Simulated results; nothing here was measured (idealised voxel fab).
The name of this process module is voxel double patterning.
It is cross-section cut that appears here, measuring 265 nm in width, its square cells being 5 nm in size.
When this document writes out a cross-section, it uses a grid of square cells and lists it as bands, beginning at the top and moving down, with a band standing for one or more rows of cells.
Heads up on the band format: heights come first, top then bottom, in nm. After that it's the materials left to right, each with its width in nm. A single material flagged "throughout" fills the whole band edge to edge, and "empty" means there's empty space there.
Zero point of the height axis is 0; under it, received wafer = one material. Lowest band: continues down indefinitely, "0 and below".
When a width is written as two numbers, as in "30..40", the first number is the width in the top row of cells of the band and the second is the width in its bottom row, and the width changes by the same amount from each row to the next.
"all unchanged" -> step changed no cross-section cell.
In "Closed void catalog" the enclosed voids are listed, meaning empty spaces of 8 cells or larger without any opening to the top. The form is width x height at distance, distance from the left edge, units nm.
On each step's line, the part that comes after the settings is the simulator's own comment on the step.
overlay nm: right-of-plan distance of the mask on a masked step; negative values mean left-of-plan.

**Planned process steps**
| 1 | RECEIVE: material Si |
| 2 | CONFORMAL_DEP: material SiO2, thk nm 10 |
| 3 | DIRECTIONAL_DEP: material W, thk nm 20 |
| 4 | DIRECTIONAL_DEP: material SiCN, thk nm 10 |
| 5 | DIRECTIONAL_DEP: material aC, thk nm 10 |
| 6 | PATTERN: tone open, mask id FIRST, material resist, width nm 15, pitch nm 50, thk nm 30, overlay nm 0 |
| 7 | DIRECTIONAL_ETCH: etch materials aC, depth nm 10 |
| 8 | STRIP: etch materials resist |
| 9 | DIRECTIONAL_ETCH: etch materials SiCN, depth nm 10 |
| 10 | STRIP: etch materials aC |
| 11 | MASKED_ETCH: tone open, mask id SECOND, width nm 15, etch materials SiCN, depth nm 10, overlay nm 0 |
| 12 | DIRECTIONAL_ETCH: etch materials W, depth nm 20 |
| 13 | STRIP: etch materials SiCN |

**So, the first of our two wafers, run just as we planned it**

**Cross-section of the wafer at receipt, which is the condition after step 1**
	0 and below = Si throughout
	Closed void catalog: none

**Cross-section through the wafer, step 2 finished**
	10 down to 0 = SiO2 throughout
	Beneath the level 0, the cross-section is identical to its previous state.

**Cross-section through the wafer, step 3 finished**
	30 down to 10 = W throughout
	Beneath the level 10, the cross-section is identical to its previous state.

**Cross-section through the wafer, step 4 finished**
	40 down to 30 = SiCN throughout
	Beneath the level 30, the cross-section is identical to its previous state.

**Cross-section through the wafer, step 5 finished**
	50 down to 40 = aC throughout
	Beneath the level 40, the cross-section is identical to its previous state.

**Cross-section through the wafer, step 6 finished**
	80 down to 50 = 100 resist, then 15 empty, then 35 resist, then 15 empty, then 100 resist
	Beneath the level 50, the cross-section is identical to its previous state.

**Cross-section through the wafer, step 7 finished**
	70 down to 50 = 100 resist, then 15 empty, then 35 resist, then 15 empty, then 100 resist
	50 down to 40 = 100 aC, then 15 empty, then 35 aC, then 15 empty, then 100 aC
	Beneath the level 40, the cross-section is identical to its previous state.

**Cross-section through the wafer, step 8 finished**
	50 down to 40 = 100 aC, then 15 empty, then 35 aC, then 15 empty, then 100 aC
	Beneath the level 40, the cross-section is identical to its previous state.

**Cross-section through the wafer, step 9 finished**
	50 down to 40 = 100 aC, then 15 empty, then 35 aC, then 15 empty, then 100 aC
	40 down to 30 = 100 SiCN, then 15 empty, then 35 SiCN, then 15 empty, then 100 SiCN
	Beneath the level 30, the cross-section is identical to its previous state.

**Cross-section through the wafer, step 10 finished**
	40 down to 30 = 100 SiCN, then 15 empty, then 35 SiCN, then 15 empty, then 100 SiCN
	Beneath the level 30, the cross-section is identical to its previous state.

**Cross-section through the wafer, step 11 finished**
	40 down to 30 = 100 SiCN, then 15 empty, then 10 SiCN, then 15 empty, then 10 SiCN, then 15 empty, then 100 SiCN
	Beneath the level 30, the cross-section is identical to its previous state.

**Cross-section through the wafer, step 12 finished**
	40 down to 30 = 100 SiCN, then 15 empty, then 10 SiCN, then 15 empty, then 10 SiCN, then 15 empty, then 100 SiCN
	30 down to 10 = 100 W, then 15 empty, then 10 W, then 15 empty, then 10 W, then 15 empty, then 100 W
	Beneath the level 10, the cross-section is identical to its previous state.

**Cross-section through the wafer, step 13 finished**
	30 down to 10 = 100 W, then 15 empty, then 10 W, then 15 empty, then 10 W, then 15 empty, then 100 W
	Beneath the level 10, the cross-section is identical to its previous state.

**What follows concerns the second wafer, which started out like the first and was meant to follow the very same plan; one mistake crept in when it was run, but everything up to and including step 2 is the same as for the first wafer**

**The second wafer cut through, at the time step 3 was supposed to be finished**
	50 down to 10 = W throughout
	Beneath the level 10, the cross-section is identical to its previous state.

**The second wafer cut through, at the time step 4 was supposed to be finished**
	60 down to 50 = SiCN throughout
	Beneath the level 50, the cross-section is identical to its previous state.

**The second wafer cut through, at the time step 5 was supposed to be finished**
	70 down to 60 = aC throughout
	Beneath the level 60, the cross-section is identical to its previous state.

**The second wafer cut through, at the time step 6 was supposed to be finished**
	100 down to 70 = 100 resist, then 15 empty, then 35 resist, then 15 empty, then 100 resist
	Beneath the level 70, the cross-section is identical to its previous state.

**The second wafer cut through, at the time step 7 was supposed to be finished**
	90 down to 70 = 100 resist, then 15 empty, then 35 resist, then 15 empty, then 100 resist
	70 down to 60 = 100 aC, then 15 empty, then 35 aC, then 15 empty, then 100 aC
	Beneath the level 60, the cross-section is identical to its previous state.

**The second wafer cut through, at the time step 8 was supposed to be finished**
	70 down to 60 = 100 aC, then 15 empty, then 35 aC, then 15 empty, then 100 aC
	Beneath the level 60, the cross-section is identical to its previous state.

**The second wafer cut through, at the time step 9 was supposed to be finished**
	70 down to 60 = 100 aC, then 15 empty, then 35 aC, then 15 empty, then 100 aC
	60 down to 50 = 100 SiCN, then 15 empty, then 35 SiCN, then 15 empty, then 100 SiCN
	Beneath the level 50, the cross-section is identical to its previous state.

**The second wafer cut through, at the time step 10 was supposed to be finished**
	60 down to 50 = 100 SiCN, then 15 empty, then 35 SiCN, then 15 empty, then 100 SiCN
	Beneath the level 50, the cross-section is identical to its previous state.

**The second wafer cut through, at the time step 11 was supposed to be finished**
	60 down to 50 = 100 SiCN, then 15 empty, then 10 SiCN, then 15 empty, then 10 SiCN, then 15 empty, then 100 SiCN
	Beneath the level 50, the cross-section is identical to its previous state.

**The second wafer cut through, at the time step 12 was supposed to be finished**
	60 down to 50 = 100 SiCN, then 15 empty, then 10 SiCN, then 15 empty, then 10 SiCN, then 15 empty, then 100 SiCN
	50 down to 30 = 100 W, then 15 empty, then 10 W, then 15 empty, then 10 W, then 15 empty, then 100 W
	Beneath the level 30, the cross-section is identical to its previous state.

**The second wafer cut through, at the time step 13 was supposed to be finished**
	50 down to 30 = 100 W, then 15 empty, then 10 W, then 15 empty, then 10 W, then 15 empty, then 100 W
	Beneath the level 30, the cross-section is identical to its previous state.
It is concluded that the wafer was processed incorrectly with respect to the plan, in that step 3 was run twice
The closing comparison, in cells, has the second wafer with more or fewer of some materials than the first: 212 more of W
